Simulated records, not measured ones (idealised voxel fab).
A process module follows: voxel ribs on slabs.
FYI the section here is cut, 260 nm wide, cells are 5 nm squares.
Cross-section layout: square cells on a grid; listed as bands, top to bottom; a band spans one or more cell rows.
Band: top height; bottom height; in nm. Then, left to right: material with width in nm, for each material. "edge to edge": a single material spanning edge to edge. "blank": empty space.
All heights in this document are referenced to 0, defined as the level beneath which the wafer, as received, consists entirely of one material. The lowest band is not bounded below; it extends indefinitely downward and is written in the form "top 0, no bottom".
Graded width ("30..40"): value in top row of band = first number; value in bottom row = second number; row-to-row change constant.
Given "remains unaltered" for a step, no cell of the cross-section differs between before and after that step.
Enclosed voids (no open way to top), threshold 8 cells or more, entry "Closed internal voids", notation width x height at distance, distance from left edge, nm.
It should be noted that, on the line of a given step, the content following the step's settings is a remark produced by the simulator itself with respect to that step.
If you see "overlay nm" on a step's line and that step has a mask, it's telling you how far right of where it was planned the mask ended up; a negative number means it went left instead.
Here's what the planned process steps look like
1. RECEIVE, material Si
2. DIRECTIONAL_DEP, material SiO2, thk nm 20
3. DIRECTIONAL_DEP, material polySi, thk nm 25
4. MASKED_ETCH, tone cover, mask id RIB, width nm 20, etch materials polySi, depth nm 20, overlay nm 0
5. DIRECTIONAL_DEP, material aC, thk nm 15
6. PATTERN, tone cover, mask id SLAB, material resist, width nm 60, thk nm 35, overlay nm 0
7. DIRECTIONAL_ETCH, etch materials aC, depth nm 15
8. STRIP, etch materials resist
9. DIRECTIONAL_ETCH, etch materials polySi, depth nm 5
10. STRIP, etch materials aC
11. FILL_DEP, material SiO2, thk nm 15
12. CMP, height nm 55
13. DIRECTIONAL_DEP, material TiN, thk nm 5
14. DIRECTIONAL_DEP, material aC, thk nm 10
15. PATTERN, tone cover, mask id HEATER, material resist, width nm 30, thk nm 30, overlay nm 0
16. DIRECTIONAL_ETCH, etch materials aC, depth nm 10
17. STRIP, etch materials resist
18. DIRECTIONAL_ETCH, etch materials TiN, depth nm 5
19. STRIP, etch materials aC
20. CONFORMAL_DEP, material SiN, thk nm 10
Step 1 complete: cross-section of the wafer as received
	top 0, no bottom = Si edge to edge
	Closed internal voids: none
First wafer at the end, as planned
	top 70, bottom 65 = blank (105)  SiN (50)  blank (105)
	top 65, bottom 60 = SiN edge to edge
	top 60, bottom 55 = SiN (115)  TiN (30)  SiN (115)
	top 55, bottom 45 = SiO2 edge to edge
	top 45, bottom 25 = SiO2 (120)  polySi (20)  SiO2 (120)
	top 25, bottom 20 = SiO2 (100)  polySi (60)  SiO2 (100)
	top 20, bottom 0 = SiO2 edge to edge
	top 0, no bottom = Si edge to edge
	Closed internal voids: none
Second wafer of the two, sectioned at the end of the module. It began like the first and followed the same plan, but one mistake was made while running it
	top 60, bottom 55 = blank (115)  TiN (30)  blank (115)
	top 55, bottom 45 = SiO2 edge to edge
	top 45, bottom 25 = SiO2 (120)  polySi (20)  SiO2 (120)
	top 25, bottom 20 = SiO2 (100)  polySi (60)  SiO2 (100)
	top 20, bottom 0 = SiO2 edge to edge
	top 0, no bottom = Si edge to edge
	Closed internal voids: none
What was the processing mistake? step 20 was left out
Heads up, by the end the second wafer has more or fewer cells of some materials compared to the first: SiN: 108 fewer
